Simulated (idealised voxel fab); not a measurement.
You're looking at the process module voxel transistor to metal.
FYI the section here is cut, 275 nm wide, cells are 5 nm squares.
Notation: cross-section as square-cell grid; stated in bands, top first, going down; one or more cell rows per band. Band: top height; bottom height; in nm. Then, left to right: material with width in nm, for each material. "throughout": a single material spanning edge to edge. "blank": empty space. We count height from 0. Below that, the starting wafer is all one material. The lowest band never ends at the bottom but goes on down; see "from 0 down" for how that is written. Width spec "30..40" -> top row of cells at first value, bottom row at second value, equal per-row change in between. No cell of the cross-section changed in a step that is given as "no modifications". Voids not open to the top, 8 cells minimum: see "Non-vented voids". Written width x height at distance; distance is from the left edge; nm. Whatever follows a step's settings on its line is a remark the simulator itself makes about that step. A step's line can hold "overlay nm"; with a mask on that step, the setting says how far right of the planned place the mask lay, while a negative setting says it lay to the left. Pairs from here to the end. Each: cross-section before one process step, cross-section after it, the latter only as far down as the lowest band that changed. Under each: the step between, and its settings. Mind that the pairs may be taken from different runs of this module on the same starting wafer; whether a pair continues from the pair above depends on its entry headed "Incoming structure", and it does only where that entry says so.
## Incoming structure
from 95 to 65 | 20 SiO2; 5 TiN; 5 Cu; 5 TiN; 120 SiO2; 5 TiN; 5 Cu; 5 TiN; 105 SiO2
from 65 to 60 | 20 SiCN; 15 TiN; 120 SiCN; 15 TiN; 105 SiCN
from 60 to 35 | 20 SiO2; 15 Ru; 65 SiO2; 15 Ru; 40 SiO2; 15 Ru; 65 SiO2; 15 Ru; 25 SiO2
from 35 to 30 | 20 SiO2; 15 TiN; 65 SiO2; 15 TiN; 40 SiO2; 15 TiN; 65 SiO2; 15 TiN; 25 SiO2
from 30 to 20 | 20 SiO2; 5 TiN; 5 W; 5 TiN; 65 SiO2; 5 TiN; 5 W; 5 TiN; 40 SiO2; 5 TiN; 5 W; 5 TiN; 65 SiO2; 5 TiN; 5 W; 5 TiN; 25 SiO2
from 20 to 5 | 20 SiO2; 5 TiN; 5 W; 5 TiN; 10 SiO2; 5 SiN; 5 HfO2; 5 TiN; 15 W; 5 TiN; 5 HfO2; 5 SiN; 10 SiO2; 5 TiN; 5 W; 5 TiN; 40 SiO2; 5 TiN; 5 W; 5 TiN; 10 SiO2; 5 SiN; 5 HfO2; 5 TiN; 15 W; 5 TiN; 5 HfO2; 5 SiN; 10 SiO2; 5 TiN; 5 W; 5 TiN; 25 SiO2
from 5 to 0 | 20 SiO2; 15 TiN; 10 SiO2; 5 SiN; 5 HfO2; 5 TiN; 15 W; 5 TiN; 5 HfO2; 5 SiN; 10 SiO2; 15 TiN; 40 SiO2; 15 TiN; 10 SiO2; 5 SiN; 5 HfO2; 5 TiN; 15 W; 5 TiN; 5 HfO2; 5 SiN; 10 SiO2; 15 TiN; 25 SiO2
from 0 to -5 | 15 SiO2; 5 SiN; 10 nSi; 5 SiO2; 10 nSi; 5 SiN; 5 HfO2; 25 TiN; 5 HfO2; 5 SiN; 10 nSi; 5 SiO2; 10 nSi; 5 SiN; 30 SiO2; 5 SiN; 10 nSi; 5 SiO2; 10 nSi; 5 SiN; 5 HfO2; 25 TiN; 5 HfO2; 5 SiN; 10 nSi; 5 SiO2; 10 nSi; 5 SiN; 20 SiO2
from -5 to -10 | 20 SiO2; 10 nSi; 5 SiO2; 10 nSi; 5 SiO2; 35 HfO2; 5 SiO2; 10 nSi; 5 SiO2; 10 nSi; 40 SiO2; 10 nSi; 5 SiO2; 10 nSi; 5 SiO2; 35 HfO2; 5 SiO2; 10 nSi; 5 SiO2; 10 nSi; 25 SiO2
from -10 to -20 | 15 SiO2; 5 Si; 25 nSi; 45 Si; 25 nSi; 5 Si; 30 SiO2; 5 Si; 25 nSi; 45 Si; 25 nSi; 5 Si; 20 SiO2
from -20 to -40 | 15 SiO2; 105 Si; 30 SiO2; 105 Si; 20 SiO2
from -40 down | Si throughout
Non-vented voids: none
## Result of Step
from 100 to 95 | SiN throughout
Rest of section, below 95: as before.
Non-vented voids: none
The step carried out between the cross-section before it and the cross-section after it, both shown above, is op CONFORMAL_DEP | material SiN | thk nm 5
## Incoming structure
from 75 to 60 | aC throughout
from 60 to 35 | Ru throughout
from 35 to 30 | TiN throughout
from 30 to 20 | 20 SiO2; 5 TiN; 5 W; 5 TiN; 65 SiO2; 5 TiN; 5 W; 5 TiN; 40 SiO2; 5 TiN; 5 W; 5 TiN; 65 SiO2; 5 TiN; 5 W; 5 TiN; 25 SiO2
from 20 to 5 | 20 SiO2; 5 TiN; 5 W; 5 TiN; 5 SiO2; 5 SiN; 5 HfO2; 5 TiN; 25 W; 5 TiN; 5 HfO2; 5 SiN; 5 SiO2; 5 TiN; 5 W; 5 TiN; 40 SiO2; 5 TiN; 5 W; 5 TiN; 5 SiO2; 5 SiN; 5 HfO2; 5 TiN; 25 W; 5 TiN; 5 HfO2; 5 SiN; 5 SiO2; 5 TiN; 5 W; 5 TiN; 25 SiO2
from 5 to 0 | 20 SiO2; 15 TiN; 5 SiO2; 5 SiN; 5 HfO2; 5 TiN; 25 W; 5 TiN; 5 HfO2; 5 SiN; 5 SiO2; 15 TiN; 40 SiO2; 15 TiN; 5 SiO2; 5 SiN; 5 HfO2; 5 TiN; 25 W; 5 TiN; 5 HfO2; 5 SiN; 5 SiO2; 15 TiN; 25 SiO2
from 0 to -5 | 15 SiO2; 5 SiN; 20 nSi; 5 SiN; 5 HfO2; 35 TiN; 5 HfO2; 5 SiN; 20 nSi; 5 SiN; 30 SiO2; 5 SiN; 20 nSi; 5 SiN; 5 HfO2; 35 TiN; 5 HfO2; 5 SiN; 20 nSi; 5 SiN; 20 SiO2
from -5 to -10 | 20 SiO2; 20 nSi; 5 SiO2; 45 HfO2; 5 SiO2; 20 nSi; 40 SiO2; 20 nSi; 5 SiO2; 45 HfO2; 5 SiO2; 20 nSi; 25 SiO2
from -10 to -20 | 15 SiO2; 5 Si; 20 nSi; 55 Si; 20 nSi; 5 Si; 30 SiO2; 5 Si; 20 nSi; 55 Si; 20 nSi; 5 Si; 20 SiO2
from -20 to -40 | 15 SiO2; 105 Si; 30 SiO2; 105 Si; 20 SiO2
from -40 down | Si throughout
Non-vented voids: none
## Result of Step
from 110 to 75 | 30 blank; 15 resist; 65 blank; 15 resist; 40 blank; 15 resist; 65 blank; 15 resist; 15 blank
Rest of section, below 75: as before.
Non-vented voids: none
The step carried out between the cross-section before it and the cross-section after it, both shown above, is op PATTERN | tone cover | mask id METAL_1 | material resist | width nm 15 | thk nm 35 | overlay nm 10
Incoming structure: taken from the pair above, after panel.
## Result of Step
from 95 to 75 | 30 blank; 15 resist; 65 blank; 15 resist; 40 blank; 15 resist; 65 blank; 15 resist; 15 blank
from 75 to 60 | 30 blank; 15 aC; 65 blank; 15 aC; 40 blank; 15 aC; 65 blank; 15 aC; 15 blank
Rest of section, below 60: as before.
Non-vented voids: none
The step carried out between the cross-section before it and the cross-section after it, both shown above, is op DIRECTIONAL_ETCH | etch materials aC | depth nm 15
Incoming structure: taken from the pair above, after panel.
## Result of Step
from 75 to 60 | 30 blank; 15 aC; 65 blank; 15 aC; 40 blank; 15 aC; 65 blank; 15 aC; 15 blank
Rest of section, below 60: as before.
Non-vented voids: none
The step carried out between the cross-section before it and the cross-section after it, both shown above, is op STRIP | etch materials resist
Incoming structure: taken from the pair above, after panel.
## Result of Step
from 75 to 60 | 30 blank; 15 aC; 65 blank; 15 aC; 40 blank; 15 aC; 65 blank; 15 aC; 15 blank
from 60 to 35 | 30 blank; 15 Ru; 65 blank; 15 Ru; 40 blank; 15 Ru; 65 blank; 15 Ru; 15 blank
Rest of section, below 35: as before.
Non-vented voids: none
The step carried out between the cross-section before it and the cross-section after it, both shown above, is op DIRECTIONAL_ETCH | etch materials Ru | depth nm 25
Incoming structure: taken from the pair above, after panel.
## Result of Step
from 75 to 60 | 30 blank; 15 aC; 65 blank; 15 aC; 40 blank; 15 aC; 65 blank; 15 aC; 15 blank
from 60 to 35 | 30 blank; 15 Ru; 65 blank; 15 Ru; 40 blank; 15 Ru; 65 blank; 15 Ru; 15 blank
from 35 to 30 | 30 blank; 15 TiN; 65 blank; 15 TiN; 40 blank; 15 TiN; 65 blank; 15 TiN; 15 blank
Rest of section, below 30: as before.
Non-vented voids: none
The step carried out between the cross-section before it and the cross-section after it, both shown above, is op DIRECTIONAL_ETCH | etch materials TiN | depth nm 5
Incoming structure: taken from the pair above, after panel.
## Result of Step
from 60 to 35 | 30 blank; 15 Ru; 65 blank; 15 Ru; 40 blank; 15 Ru; 65 blank; 15 Ru; 15 blank
Rest of section, below 35: as before.
Non-vented voids: none
The step carried out between the cross-section before it and the cross-section after it, both shown above, is op STRIP | etch materials aC
Incoming structure: taken from the pair above, after panel.
## Result of Step
from 65 to 60 | SiO2 throughout
from 60 to 35 | 30 SiO2; 15 Ru; 65 SiO2; 15 Ru; 40 SiO2; 15 Ru; 65 SiO2; 15 Ru; 15 SiO2
from 35 to 30 | 30 SiO2; 15 TiN; 65 SiO2; 15 TiN; 40 SiO2; 15 TiN; 65 SiO2; 15 TiN; 15 SiO2
Rest of section, below 30: as before.
Non-vented voids: none
The step carried out between the cross-section before it and the cross-section after it, both shown above, is op FILL_DEP | material SiO2 | thk nm 5
Incoming structure: taken from the pair above, after panel.
## Result of Step
from 60 to 35 | 30 SiO2; 15 Ru; 65 SiO2; 15 Ru; 40 SiO2; 15 Ru; 65 SiO2; 15 Ru; 15 SiO2
Rest of section, below 35: as before.
Non-vented voids: none
The step carried out between the cross-section before it and the cross-section after it, both shown above, is op CMP | height nm 60
Incoming structure: taken from the pair above, after panel.
## Result of Step
from 65 to 60 | SiCN throughout
Rest of section, below 60: as before.
Non-vented voids: none
The step carried out between the cross-section before it and the cross-section after it, both shown above, is op CONFORMAL_DEP | material SiCN | thk nm 5
Incoming structure: taken from the pair above, after panel.
## Result of Step
from 95 to 65 | SiO2 throughout
Rest of section, below 65: as before.
Non-vented voids: none
The step carried out between the cross-section before it and the cross-section after it, both shown above, is op DIRECTIONAL_DEP | material SiO2 | thk nm 30
Incoming structure: taken from the pair above, after panel.
## Result of Step
from 95 to 80 | 20 SiO2; 15 blank; 120 SiO2; 15 blank; 105 SiO2
Rest of section, below 80: as before.
Non-vented voids: none
The step carried out between the cross-section before it and the cross-section after it, both shown above, is op MASKED_ETCH | tone open | mask id METAL_2 | width nm 15 | pitch nm 135 | etch materials SiO2 | depth nm 15 | overlay nm 0
Incoming structure: taken from the pair above, after panel.
## Result of Step
from 110 to 95 | 20 aC; 15 blank; 120 aC; 15 blank; 105 aC
from 95 to 80 | 20 SiO2; 15 aC; 120 SiO2; 15 aC; 105 SiO2
Rest of section, below 80: as before.
Non-vented voids: none
The step carried out between the cross-section before it and the cross-section after it, both shown above, is op DIRECTIONAL_DEP | material aC | thk nm 15
Incoming structure: taken from the pair above, after panel.
## Result of Step
from 140 to 110 | 20 resist; 15 blank; 120 resist; 15 blank; 105 resist
Rest of section, below 110: as before.
Non-vented voids: none
The step carried out between the cross-section before it and the cross-section after it, both shown above, is op PATTERN | tone open | mask id METAL_2_HOLES | material resist | width nm 15 | pitch nm 135 | thk nm 30 | overlay nm 0
Incoming structure: taken from the pair above, after panel.
## Result of Step
from 125 to 110 | 20 resist; 15 blank; 120 resist; 15 blank; 105 resist
from 110 to 95 | 20 aC; 15 blank; 120 aC; 15 blank; 105 aC
from 95 to 80 | 20 SiO2; 15 blank; 120 SiO2; 15 blank; 105 SiO2
Rest of section, below 80: as before.
Non-vented voids: none
The step carried out between the cross-section before it and the cross-section after it, both shown above, is op DIRECTIONAL_ETCH | etch materials aC | depth nm 15
Incoming structure: taken from the pair above, after panel.
## Result of Step
from 110 to 95 | 20 aC; 15 blank; 120 aC; 15 blank; 105 aC
Rest of section, below 95: as before.
Non-vented voids: none
The step carried out between the cross-section before it and the cross-section after it, both shown above, is op STRIP | etch materials resist
Incoming structure: taken from the pair above, after panel.
## Result of Step
from 110 to 95 | 20 aC; 15 blank; 120 aC; 15 blank; 105 aC
from 95 to 65 | 20 SiO2; 15 blank; 120 SiO2; 15 blank; 105 SiO2
Rest of section, below 65: as before.
Non-vented voids: none
The step carried out between the cross-section before it and the cross-section after it, both shown above, is op DIRECTIONAL_ETCH | etch materials SiO2 | depth nm 15
Incoming structure: taken from the pair above, after panel.
## Result of Step
from 110 to 95 | 20 aC; 15 blank; 120 aC; 15 blank; 105 aC
from 95 to 65 | 20 SiO2; 15 blank; 120 SiO2; 15 blank; 105 SiO2
from 65 to 60 | 20 SiCN; 15 blank; 120 SiCN; 15 blank; 105 SiCN
Rest of section, below 60: as before.
Non-vented voids: none
The step carried out between the cross-section before it and the cross-section after it, both shown above, is op DIRECTIONAL_ETCH | etch materials SiCN | depth nm 5
Incoming structure: taken from the pair above, after panel.
## Result of Step
from 95 to 65 | 20 SiO2; 15 blank; 120 SiO2; 15 blank; 105 SiO2
Rest of section, below 65: as before.
Non-vented voids: none
The step carried out between the cross-section before it and the cross-section after it, both shown above, is op STRIP | etch materials aC
Incoming structure: taken from the pair above, after panel.
## Result of Step
from 100 to 95 | 25 TiN; 5 blank; 130 TiN; 5 blank; 110 TiN
from 95 to 65 | 20 SiO2; 5 TiN; 5 blank; 5 TiN; 120 SiO2; 5 TiN; 5 blank; 5 TiN; 105 SiO2
from 65 to 60 | 20 SiCN; 15 TiN; 120 SiCN; 15 TiN; 105 SiCN
Rest of section, below 60: as before.
Non-vented voids: none
The step carried out between the cross-section before it and the cross-section after it, both shown above, is op CONFORMAL_DEP | material TiN | thk nm 5
Incoming structure: taken from the pair above, after panel.
## Result of Step
from 110 to 100 | Cu throughout
from 100 to 95 | 25 TiN; 5 Cu; 130 TiN; 5 Cu; 110 TiN
from 95 to 65 | 20 SiO2; 5 TiN; 5 Cu; 5 TiN; 120 SiO2; 5 TiN; 5 Cu; 5 TiN; 105 SiO2
Rest of section, below 65: as before.
Non-vented voids: none
The step carried out between the cross-section before it and the cross-section after it, both shown above, is op FILL_DEP | material Cu | thk nm 10
Incoming structure: taken from the pair above, after panel.
## Result of Step
from 95 to 65 | 20 SiO2; 5 TiN; 5 Cu; 5 TiN; 120 SiO2; 5 TiN; 5 Cu; 5 TiN; 105 SiO2
Rest of section, below 65: as before.
Non-vented voids: none
The step carried out between the cross-section before it and the cross-section after it, both shown above, is op CMP | height nm 95
Incoming structure: taken from the pair above, after panel.
## Result of Step
from 100 to 95 | SiN throughout
Rest of section, below 95: as before.
Non-vented voids: none
The step carried out between the cross-section before it and the cross-section after it, both shown above, is op CONFORMAL_DEP | material SiN | thk nm 5
## Incoming structure
from 30 to 25 | 35 blank; 15 TiN; 35 blank; 15 TiN; 70 blank; 15 TiN; 35 blank; 15 TiN; 40 blank
from 25 to 20 | 40 TiN; 5 SiN; 5 TiN; 35 blank; 5 TiN; 5 SiN; 80 TiN; 5 SiN; 5 TiN; 35 blank; 5 TiN; 5 SiN; 45 TiN
from 20 to 0 | 40 SiO2; 5 SiN; 5 TiN; 35 blank; 5 TiN; 5 SiN; 80 SiO2; 5 SiN; 5 TiN; 35 blank; 5 TiN; 5 SiN; 45 SiO2
from 0 to -5 | 15 SiO2; 5 SiN; 20 nSi; 5 SiN; 5 TiN; 35 blank; 5 TiN; 5 SiN; 20 nSi; 5 SiN; 30 SiO2; 5 SiN; 20 nSi; 5 SiN; 5 TiN; 35 blank; 5 TiN; 5 SiN; 20 nSi; 5 SiN; 20 SiO2
from -5 to -10 | 20 SiO2; 20 nSi; 5 SiO2; 45 TiN; 5 SiO2; 20 nSi; 40 SiO2; 20 nSi; 5 SiO2; 45 TiN; 5 SiO2; 20 nSi; 25 SiO2
from -10 to -20 | 15 SiO2; 5 Si; 20 nSi; 55 Si; 20 nSi; 5 Si; 30 SiO2; 5 Si; 20 nSi; 55 Si; 20 nSi; 5 Si; 20 SiO2
from -20 to -40 | 15 SiO2; 105 Si; 30 SiO2; 105 Si; 20 SiO2
from -40 down | Si throughout
Non-vented voids: none
## Result of Step
from 35 to 30 | 30 blank; 25 TiN; 25 blank; 25 TiN; 60 blank; 25 TiN; 25 blank; 25 TiN; 35 blank
from 30 to 25 | 55 TiN; 25 blank; 110 TiN; 25 blank; 60 TiN
from 25 to 20 | 40 TiN; 5 SiN; 10 TiN; 25 blank; 10 TiN; 5 SiN; 80 TiN; 5 SiN; 10 TiN; 25 blank; 10 TiN; 5 SiN; 45 TiN
from 20 to 0 | 40 SiO2; 5 SiN; 10 TiN; 25 blank; 10 TiN; 5 SiN; 80 SiO2; 5 SiN; 10 TiN; 25 blank; 10 TiN; 5 SiN; 45 SiO2
from 0 to -5 | 15 SiO2; 5 SiN; 20 nSi; 5 SiN; 45 TiN; 5 SiN; 20 nSi; 5 SiN; 30 SiO2; 5 SiN; 20 nSi; 5 SiN; 45 TiN; 5 SiN; 20 nSi; 5 SiN; 20 SiO2
Rest of section, below -5: as before.
Non-vented voids: none
The step carried out between the cross-section before it and the cross-section after it, both shown above, is op CONFORMAL_DEP | material TiN | thk nm 5
Incoming structure: taken from the pair above, after panel.
## Result of Step
from 45 to 35 | W throughout
from 35 to 30 | 30 W; 25 TiN; 25 W; 25 TiN; 60 W; 25 TiN; 25 W; 25 TiN; 35 W
from 30 to 25 | 55 TiN; 25 W; 110 TiN; 25 W; 60 TiN
from 25 to 20 | 40 TiN; 5 SiN; 10 TiN; 25 W; 10 TiN; 5 SiN; 80 TiN; 5 SiN; 10 TiN; 25 W; 10 TiN; 5 SiN; 45 TiN
from 20 to 0 | 40 SiO2; 5 SiN; 10 TiN; 25 W; 10 TiN; 5 SiN; 80 SiO2; 5 SiN; 10 TiN; 25 W; 10 TiN; 5 SiN; 45 SiO2
Rest of section, below 0: as before.
Non-vented voids: none
The step carried out between the cross-section before it and the cross-section after it, both shown above, is op FILL_DEP | material W | thk nm 10
Incoming structure: taken from the pair above, after panel.
## Result of Step
from 20 to 0 | 40 SiO2; 5 SiN; 10 TiN; 25 W; 10 TiN; 5 SiN; 80 SiO2; 5 SiN; 10 TiN; 25 W; 10 TiN; 5 SiN; 45 SiO2
Rest of section, below 0: as before.
Non-vented voids: none
The step carried out between the cross-section before it and the cross-section after it, both shown above, is op CMP | height nm 20
Incoming structure: taken from the pair above, after panel.
## Result of Step
from 30 to 20 | SiO2 throughout
Rest of section, below 20: as before.
Non-vented voids: none
The step carried out between the cross-section before it and the cross-section after it, both shown above, is op DIRECTIONAL_DEP | material SiO2 | thk nm 10
Incoming structure: taken from the pair above, after panel.
## Result of Step
from 45 to 30 | 20 resist; 15 blank; 65 resist; 15 blank; 40 resist; 15 blank; 65 resist; 15 blank; 25 resist
Rest of section, below 30: as before.
Non-vented voids: none
The step carried out between the cross-section before it and the cross-section after it, both shown above, is op PATTERN | tone open | mask id CONTACT | material resist | width nm 15 | thk nm 15 | overlay nm 0
Incoming structure: taken from the pair above, after panel.
## Result of Step
from 45 to 30 | 20 resist; 15 blank; 65 resist; 15 blank; 40 resist; 15 blank; 65 resist; 15 blank; 25 resist
from 30 to 20 | 20 SiO2; 15 blank; 65 SiO2; 15 blank; 40 SiO2; 15 blank; 65 SiO2; 15 blank; 25 SiO2
from 20 to 0 | 20 SiO2; 15 blank; 5 SiO2; 5 SiN; 10 TiN; 25 W; 10 TiN; 5 SiN; 5 SiO2; 15 blank; 40 SiO2; 15 blank; 5 SiO2; 5 SiN; 10 TiN; 25 W; 10 TiN; 5 SiN; 5 SiO2; 15 blank; 25 SiO2
Rest of section, below 0: as before.
Non-vented voids: none
The step carried out between the cross-section before it and the cross-section after it, both shown above, is op DIRECTIONAL_ETCH | etch materials SiO2 | depth nm 30
Incoming structure: taken from the pair above, after panel.
## Result of Step
from 30 to 20 | 20 SiO2; 15 blank; 65 SiO2; 15 blank; 40 SiO2; 15 blank; 65 SiO2; 15 blank; 25 SiO2
Rest of section, below 20: as before.
Non-vented voids: none
The step carried out between the cross-section before it and the cross-section after it, both shown above, is op STRIP | etch materials resist
Incoming structure: taken from the pair above, after panel.
## Result of Step
from 35 to 30 | 25 TiN; 5 blank; 75 TiN; 5 blank; 50 TiN; 5 blank; 75 TiN; 5 blank; 30 TiN
from 30 to 20 | 20 SiO2; 5 TiN; 5 blank; 5 TiN; 65 SiO2; 5 TiN; 5 blank; 5 TiN; 40 SiO2; 5 TiN; 5 blank; 5 TiN; 65 SiO2; 5 TiN; 5 blank; 5 TiN; 25 SiO2
from 20 to 5 | 20 SiO2; 5 TiN; 5 blank; 5 TiN; 5 SiO2; 5 SiN; 10 TiN; 25 W; 10 TiN; 5 SiN; 5 SiO2; 5 TiN; 5 blank; 5 TiN; 40 SiO2; 5 TiN; 5 blank; 5 TiN; 5 SiO2; 5 SiN; 10 TiN; 25 W; 10 TiN; 5 SiN; 5 SiO2; 5 TiN; 5 blank; 5 TiN; 25 SiO2
from 5 to 0 | 20 SiO2; 15 TiN; 5 SiO2; 5 SiN; 10 TiN; 25 W; 10 TiN; 5 SiN; 5 SiO2; 15 TiN; 40 SiO2; 15 TiN; 5 SiO2; 5 SiN; 10 TiN; 25 W; 10 TiN; 5 SiN; 5 SiO2; 15 TiN; 25 SiO2
Rest of section, below 0: as before.
Non-vented voids: none
The step carried out between the cross-section before it and the cross-section after it, both shown above, is op CONFORMAL_DEP | material TiN | thk nm 5
Incoming structure: taken from the pair above, after panel.
## Result of Step
from 45 to 35 | W throughout
from 35 to 30 | 25 TiN; 5 W; 75 TiN; 5 W; 50 TiN; 5 W; 75 TiN; 5 W; 30 TiN
from 30 to 20 | 20 SiO2; 5 TiN; 5 W; 5 TiN; 65 SiO2; 5 TiN; 5 W; 5 TiN; 40 SiO2; 5 TiN; 5 W; 5 TiN; 65 SiO2; 5 TiN; 5 W; 5 TiN; 25 SiO2
from 20 to 5 | 20 SiO2; 5 TiN; 5 W; 5 TiN; 5 SiO2; 5 SiN; 10 TiN; 25 W; 10 TiN; 5 SiN; 5 SiO2; 5 TiN; 5 W; 5 TiN; 40 SiO2; 5 TiN; 5 W; 5 TiN; 5 SiO2; 5 SiN; 10 TiN; 25 W; 10 TiN; 5 SiN; 5 SiO2; 5 TiN; 5 W; 5 TiN; 25 SiO2
Rest of section, below 5: as before.
Non-vented voids: none
The step carried out between the cross-section before it and the cross-section after it, both shown above, is op FILL_DEP | material W | thk nm 10
Incoming structure: taken from the pair above, after panel.
## Result of Step
from 30 to 20 | 20 SiO2; 5 TiN; 5 W; 5 TiN; 65 SiO2; 5 TiN; 5 W; 5 TiN; 40 SiO2; 5 TiN; 5 W; 5 TiN; 65 SiO2; 5 TiN; 5 W; 5 TiN; 25 SiO2
Rest of section, below 20: as before.
Non-vented voids: none
The step carried out between the cross-section before it and the cross-section after it, both shown above, is op CMP | height nm 30
Incoming structure: taken from the pair above, after panel.
## Result of Step
from 35 to 30 | TiN throughout
Rest of section, below 30: as before.
Non-vented voids: none
The step carried out between the cross-section before it and the cross-section after it, both shown above, is op DIRECTIONAL_DEP | material TiN | thk nm 5
Incoming structure: taken from the pair above, after panel.
## Result of Step
from 60 to 35 | Ru throughout
Rest of section, below 35: as before.
Non-vented voids: none
The step carried out between the cross-section before it and the cross-section after it, both shown above, is op DIRECTIONAL_DEP | material Ru | thk nm 25
Incoming structure: taken from the pair above, after panel.
## Result of Step
from 75 to 60 | aC throughout
Rest of section, below 60: as before.
Non-vented voids: none
The step carried out between the cross-section before it and the cross-section after it, both shown above, is op DIRECTIONAL_DEP | material aC | thk nm 15
Incoming structure: taken from the pair above, after panel.
## Result of Step
from 110 to 75 | 20 blank; 15 resist; 65 blank; 15 resist; 40 blank; 15 resist; 65 blank; 15 resist; 25 blank
Rest of section, below 75: as before.
Non-vented voids: none
The step carried out between the cross-section before it and the cross-section after it, both shown above, is op PATTERN | tone cover | mask id METAL_1 | material resist | width nm 15 | thk nm 35 | overlay nm 0
Incoming structure: taken from the pair above, after panel.
## Result of Step
from 95 to 75 | 20 blank; 15 resist; 65 blank; 15 resist; 40 blank; 15 resist; 65 blank; 15 resist; 25 blank
from 75 to 60 | 20 blank; 15 aC; 65 blank; 15 aC; 40 blank; 15 aC; 65 blank; 15 aC; 25 blank
Rest of section, below 60: as before.
Non-vented voids: none
The step carried out between the cross-section before it and the cross-section after it, both shown above, is op DIRECTIONAL_ETCH | etch materials aC | depth nm 15
Incoming structure: taken from the pair above, after panel.
## Result of Step
from 75 to 60 | 20 blank; 15 aC; 65 blank; 15 aC; 40 blank; 15 aC; 65 blank; 15 aC; 25 blank
Rest of section, below 60: as before.
Non-vented voids: none
The step carried out between the cross-section before it and the cross-section after it, both shown above, is op STRIP | etch materials resist
Incoming structure: taken from the pair above, after panel.
## Result of Step
from 75 to 60 | 20 blank; 15 aC; 65 blank; 15 aC; 40 blank; 15 aC; 65 blank; 15 aC; 25 blank
from 60 to 35 | 20 blank; 15 Ru; 65 blank; 15 Ru; 40 blank; 15 Ru; 65 blank; 15 Ru; 25 blank
Rest of section, below 35: as before.
Non-vented voids: none
The step carried out between the cross-section before it and the cross-section after it, both shown above, is op DIRECTIONAL_ETCH | etch materials Ru | depth nm 25
Incoming structure: taken from the pair above, after panel.
## Result of Step
from 75 to 60 | 20 blank; 15 aC; 65 blank; 15 aC; 40 blank; 15 aC; 65 blank; 15 aC; 25 blank
from 60 to 35 | 20 blank; 15 Ru; 65 blank; 15 Ru; 40 blank; 15 Ru; 65 blank; 15 Ru; 25 blank
from 35 to 30 | 20 blank; 15 TiN; 65 blank; 15 TiN; 40 blank; 15 TiN; 65 blank; 15 TiN; 25 blank
Rest of section, below 30: as before.
Non-vented voids: none
The step carried out between the cross-section before it and the cross-section after it, both shown above, is op DIRECTIONAL_ETCH | etch materials TiN | depth nm 5
Incoming structure: taken from the pair above, after panel.
## Result of Step
from 60 to 35 | 20 blank; 15 Ru; 65 blank; 15 Ru; 40 blank; 15 Ru; 65 blank; 15 Ru; 25 blank
Rest of section, below 35: as before.
Non-vented voids: none
The step carried out between the cross-section before it and the cross-section after it, both shown above, is op STRIP | etch materials aC
Incoming structure: taken from the pair above, after panel.
## Result of Step
from 65 to 60 | SiO2 throughout
from 60 to 35 | 20 SiO2; 15 Ru; 65 SiO2; 15 Ru; 40 SiO2; 15 Ru; 65 SiO2; 15 Ru; 25 SiO2
from 35 to 30 | 20 SiO2; 15 TiN; 65 SiO2; 15 TiN; 40 SiO2; 15 TiN; 65 SiO2; 15 TiN; 25 SiO2
Rest of section, below 30: as before.
Non-vented voids: none
The step carried out between the cross-section before it and the cross-section after it, both shown above, is op FILL_DEP | material SiO2 | thk nm 5
Incoming structure: taken from the pair above, after panel.
## Result of Step
from 60 to 35 | 20 SiO2; 15 Ru; 65 SiO2; 15 Ru; 40 SiO2; 15 Ru; 65 SiO2; 15 Ru; 25 SiO2
Rest of section, below 35: as before.
Non-vented voids: none
The step carried out between the cross-section before it and the cross-section after it, both shown above, is op CMP | height nm 60
Incoming structure: taken from the pair above, after panel.
## Result of Step
from 65 to 60 | SiCN throughout
Rest of section, below 60: as before.
Non-vented voids: none
The step carried out between the cross-section before it and the cross-section after it, both shown above, is op CONFORMAL_DEP | material SiCN | thk nm 5
Incoming structure: taken from the pair above, after panel.
## Result of Step
from 95 to 65 | SiO2 throughout
Rest of section, below 65: as before.
Non-vented voids: none
The step carried out between the cross-section before it and the cross-section after it, both shown above, is op DIRECTIONAL_DEP | material SiO2 | thk nm 30
Incoming structure: taken from the pair above, after panel.
## Result of Step
from 95 to 80 | 20 SiO2; 15 blank; 120 SiO2; 15 blank; 105 SiO2
Rest of section, below 80: as before.
Non-vented voids: none
The step carried out between the cross-section before it and the cross-section after it, both shown above, is op MASKED_ETCH | tone open | mask id METAL_2 | width nm 15 | pitch nm 135 | etch materials SiO2 | depth nm 15 | overlay nm 0
Incoming structure: taken from the pair above, after panel.
## Result of Step
from 110 to 95 | 20 aC; 15 blank; 120 aC; 15 blank; 105 aC
from 95 to 80 | 20 SiO2; 15 aC; 120 SiO2; 15 aC; 105 SiO2
Rest of section, below 80: as before.
Non-vented voids: none
The step carried out between the cross-section before it and the cross-section after it, both shown above, is op DIRECTIONAL_DEP | material aC | thk nm 15
Incoming structure: taken from the pair above, after panel.
## Result of Step
from 140 to 110 | 20 resist; 15 blank; 120 resist; 15 blank; 105 resist
Rest of section, below 110: as before.
Non-vented voids: none
The step carried out between the cross-section before it and the cross-section after it, both shown above, is op PATTERN | tone open | mask id METAL_2_HOLES | material resist | width nm 15 | pitch nm 135 | thk nm 30 | overlay nm 0
Incoming structure: taken from the pair above, after panel.
## Result of Step
from 125 to 110 | 20 resist; 15 blank; 120 resist; 15 blank; 105 resist
from 110 to 95 | 20 aC; 15 blank; 120 aC; 15 blank; 105 aC
from 95 to 80 | 20 SiO2; 15 blank; 120 SiO2; 15 blank; 105 SiO2
Rest of section, below 80: as before.
Non-vented voids: none
The step carried out between the cross-section before it and the cross-section after it, both shown above, is op DIRECTIONAL_ETCH | etch materials aC | depth nm 15
Incoming structure: taken from the pair above, after panel.
## Result of Step
from 110 to 95 | 20 aC; 15 blank; 120 aC; 15 blank; 105 aC
Rest of section, below 95: as before.
Non-vented voids: none
The step carried out between the cross-section before it and the cross-section after it, both shown above, is op STRIP | etch materials resist
Incoming structure: taken from the pair above, after panel.
## Result of Step
from 110 to 95 | 20 aC; 15 blank; 120 aC; 15 blank; 105 aC
from 95 to 65 | 20 SiO2; 15 blank; 120 SiO2; 15 blank; 105 SiO2
Rest of section, below 65: as before.
Non-vented voids: none
The step carried out between the cross-section before it and the cross-section after it, both shown above, is op DIRECTIONAL_ETCH | etch materials SiO2 | depth nm 15
Incoming structure: taken from the pair above, after panel.
## Result of Step
from 110 to 95 | 20 aC; 15 blank; 120 aC; 15 blank; 105 aC
from 95 to 65 | 20 SiO2; 15 blank; 120 SiO2; 15 blank; 105 SiO2
from 65 to 60 | 20 SiCN; 15 blank; 120 SiCN; 15 blank; 105 SiCN
Rest of section, below 60: as before.
Non-vented voids: none
The step carried out between the cross-section before it and the cross-section after it, both shown above, is op DIRECTIONAL_ETCH | etch materials SiCN | depth nm 5
Incoming structure: taken from the pair above, after panel.
## Result of Step
from 95 to 65 | 20 SiO2; 15 blank; 120 SiO2; 15 blank; 105 SiO2
Rest of section, below 65: as before.
Non-vented voids: none
The step carried out between the cross-section before it and the cross-section after it, both shown above, is op STRIP | etch materials aC
